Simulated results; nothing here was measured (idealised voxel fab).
voxel fin reveal: a process module
Pictured: cross-section cut, 270 nm wide, on a grid of 5 nm square cells.
Think of the cross-section as a grid of square cells. We describe it in bands, top to bottom, and each band covers one or more rows of those cells.
Within each band entry, the heights of the top and of the bottom of the band appear first, in that order and in nm; the materials of the band then follow from left to right, each with its corresponding width in nm. The designation "all across" on a single material indicates that it fills the band from edge to edge; the designation "air" indicates empty space.
Measure heights from 0. That's the level where, below it, the as-received wafer is all one material. The lowest band is bottomless and extends downward; write it as in "from 0 down".
When a width is written as two numbers, as in "30 to 40", the first number is the width in the top row of cells of the band and the second is the width in its bottom row, and the width changes by the same amount from each row to the next.
"remains unaltered" for a step: no cell of the cross-section changed in that step.
So "Closed void register" is basically the list of trapped voids: any empty space of 8 cells or more that can't reach the top through an opening. They're written width x height at distance, the distance being from the left edge, and it's all nm.
Heads up: the bit after the settings on a step's line is the simulator's remark on that step.
Among the settings permitted on a step's line is "overlay nm"; applied to a step with a mask, it specifies the extent to which the mask lay to the right of its planned position, whereas a negative figure signifies a position to the left.
INTENDED PROCESS STEPS
1. RECEIVE (material Si)
2. CONFORMAL_DEP (material SiN; thk nm 5)
3. PATTERN (tone cover; mask id FINS; material resist; width nm 15; pitch nm 40; thk nm 15; overlay nm 0)
4. DIRECTIONAL_ETCH (etch materials SiN; depth nm 5)
5. DIRECTIONAL_ETCH (etch materials Si; depth nm 40)
6. STRIP (etch materials resist)
7. OXIDIZE (depth nm 5)
8. FILL_DEP (material SiO2; thk nm 10)
9. CMP (height nm 5)
10. SELECTIVE_ETCH (etch materials SiO2; depth nm 30)
11. STRIP (etch materials SiN)
It is noted that the wafers described herein are identical at the outset and are distinguished by the width nm of step 3; the value stated in the plan corresponds to the first wafer.
CROSS-SECTION OF THE FIRST OF SEVERAL WAFERS ON RECEIPT, REFLECTING COMPLETION OF STEP 1
    from 0 down | Si all across
    Closed void register: none
END-OF-MODULE CROSS-SECTION, FIRST OF SEVERAL WAFERS, AFTER LAST STEP 11
    from 0 to -25 | air=70, Si=5, air=35, Si=5, air=35, Si=5, air=35, Si=5, air=75
    from -25 to -45 | SiO2=70, Si=5, SiO2=35, Si=5, SiO2=35, Si=5, SiO2=35, Si=5, SiO2=75
    from -45 down | Si all across
    Closed void register: none
CROSS-SECTION OF THE LAST WAFER AT END OF MODULE
    from 0 to -25 | air=65, Si=15, air=25, Si=15, air=25, Si=15, air=25, Si=15, air=70
    from -25 to -45 | SiO2=65, Si=15, SiO2=25, Si=15, SiO2=25, Si=15, SiO2=25, Si=15, SiO2=70
    from -45 down | Si all across
    Closed void register: none
THE FOLLOWING TABLE CONTAINS A ROW PER WAFER, IN WHICH ARE REPORTED, AT THE CONCLUSION OF THE MODULE, THE CELLS OF EACH MATERIAL GAINED (+) OR LOST (-) SINCE THE WAFER'S RECEIPT, WITH ITS CLOSED VOIDS GIVEN THEREAFTER
width nm 15; -450 Si; +200 SiO2; Closed void register: none
width nm 20; -414 Si; +184 SiO2; Closed void register: none
width nm 25; -378 Si; +168 SiO2; Closed void register: none
